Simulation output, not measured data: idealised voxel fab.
Proc. module: voxel wiring stack
Pictured: cross-section cut, 200 nm wide, on a grid of 5 nm square cells.
Cross-section layout: square cells on a grid; listed as bands, top to bottom; a band spans one or more cell rows. Basically the band line says how high the top is and how high the bottom is, in nm, and then what's in it from left to right, every material with its width in nm. Empty space shows up as "empty", and if a single material carries "all across" it runs the full band edge to edge. Beneath 0, the wafer as received is one material, and that level is where height counting begins. The lowest band goes on downward without a bottom; it is written like "z 0 and below". Read "30->40" as a graded width: first number on top, second number at the bottom, same change between each pair of neighbouring rows. "remains unaltered", as given for a step, is the statement that not any cell of the cross-section underwent a change during that step. The list in "closed voids" covers empty spaces of 8 cells or more that cannot reach the top through any open way, and it gives each as width x height at distance; the distance is from the left edge, and width, height and distance are in nm. Whatever follows a step's settings on its line is a remark the simulator itself makes about that step. Each step line may optionally specify "overlay nm", which for a step with a mask gives the rightward distance between the mask's planned place and where it lay, a negative value indicating the leftward direction.
This section lists the process steps that were planned
step 1: RECEIVE (material Si)
step 2: CONFORMAL_DEP (material SiO2; thk nm 10)
step 3: CONFORMAL_DEP (material SiN; thk nm 5)
step 4: DIRECTIONAL_DEP (material SiO2; thk nm 25)
step 5: MASKED_ETCH (tone open; mask id METAL_1; width nm 25; pitch nm 55; etch materials SiO2; depth nm 25; overlay nm 0)
step 6: MASKED_ETCH (tone open; mask id METAL_1; width nm 25; pitch nm 55; etch materials SiN; depth nm 5; overlay nm 0)
step 7: CONFORMAL_DEP (material TiN; thk nm 5)
step 8: FILL_DEP (material W; thk nm 5)
step 9: CMP (height nm 40)
step 10: EPI (material Ru; thk nm 5)
step 11: FILL_DEP (material SiCN; thk nm 5)
step 12: DIRECTIONAL_DEP (material lowk; thk nm 25)
step 13: PATTERN (tone open; mask id METAL_2; material resist; width nm 25; pitch nm 55; thk nm 15; overlay nm 0)
step 14: DIRECTIONAL_ETCH (etch materials lowk; depth nm 15)
step 15: STRIP (etch materials resist)
step 16: MASKED_ETCH (tone open; mask id METAL_2_HOLES; width nm 15; pitch nm 55; etch materials lowk; depth nm 10; overlay nm 0)
step 17: MASKED_ETCH (tone open; mask id METAL_2_HOLES; width nm 15; pitch nm 55; etch materials SiCN; depth nm 5; overlay nm 0)
step 18: CONFORMAL_DEP (material TiN; thk nm 5)
step 19: FILL_DEP (material Cu; thk nm 5)
step 20: CMP (height nm 75)
step 21: CONFORMAL_DEP (material SiN; thk nm 5)
Wafer at receipt (post step 1), cross-section
z 0 and below | Si all across
closed voids: none
first wafer at the end, as planned
z 80 to 75 | SiN all across
z 75 to 65 | 60 nm lowk  5 nm TiN  15 nm Cu  5 nm TiN  30 nm lowk  5 nm TiN  15 nm Cu  5 nm TiN  60 nm lowk
z 65 to 60 | 60 nm lowk  5 nm TiN  5 nm Cu  15 nm TiN  30 nm lowk  5 nm TiN  5 nm Cu  15 nm TiN  60 nm lowk
z 60 to 50 | 60 nm lowk  5 nm TiN  5 nm Cu  5 nm TiN  40 nm lowk  5 nm TiN  5 nm Cu  5 nm TiN  70 nm lowk
z 50 to 45 | 60 nm SiCN  15 nm TiN  40 nm SiCN  15 nm TiN  70 nm SiCN
z 45 to 40 | 55 nm SiCN  35 nm Ru  20 nm SiCN  35 nm Ru  55 nm SiCN
z 40 to 15 | 60 nm SiO2  5 nm TiN  15 nm W  5 nm TiN  30 nm SiO2  5 nm TiN  15 nm W  5 nm TiN  60 nm SiO2
z 15 to 10 | 60 nm SiN  25 nm TiN  30 nm SiN  25 nm TiN  60 nm SiN
z 10 to 0 | SiO2 all across
z 0 and below | Si all across
closed voids: none
Cross-sectional view of the second of two wafers upon completion of the module. This wafer shared its starting condition and process plan with the first; one error was made during its execution
z 80 to 75 | SiN all across
z 75 to 65 | 60 nm lowk  5 nm TiN  15 nm Cu  5 nm TiN  30 nm lowk  5 nm TiN  15 nm Cu  5 nm TiN  60 nm lowk
z 65 to 60 | 60 nm lowk  5 nm TiN  5 nm Cu  15 nm TiN  30 nm lowk  5 nm TiN  5 nm Cu  15 nm TiN  60 nm lowk
z 60 to 50 | 60 nm lowk  5 nm TiN  5 nm Cu  5 nm TiN  40 nm lowk  5 nm TiN  5 nm Cu  5 nm TiN  70 nm lowk
z 50 to 45 | 60 nm SiCN  15 nm TiN  40 nm SiCN  15 nm TiN  70 nm SiCN
z 45 to 40 | 55 nm SiCN  35 nm Ru  20 nm SiCN  35 nm Ru  55 nm SiCN
z 40 to 25 | 60 nm SiO2  5 nm TiN  15 nm W  5 nm TiN  30 nm SiO2  5 nm TiN  15 nm W  5 nm TiN  60 nm SiO2
z 25 to 20 | 60 nm SiN  25 nm TiN  30 nm SiN  25 nm TiN  60 nm SiN
z 20 to 10 | SiN all across
z 10 to 0 | SiO2 all across
z 0 and below | Si all across
closed voids: none
Here's what went sideways: step 3 ran differently from the plan; actual operation with settings: CONFORMAL_DEP (material SiN; thk nm 15)
Looking at both finished wafers in cells, the second ends up ahead of or behind the first on some materials: SiN +80; SiO2 -60; TiN -8; W -12
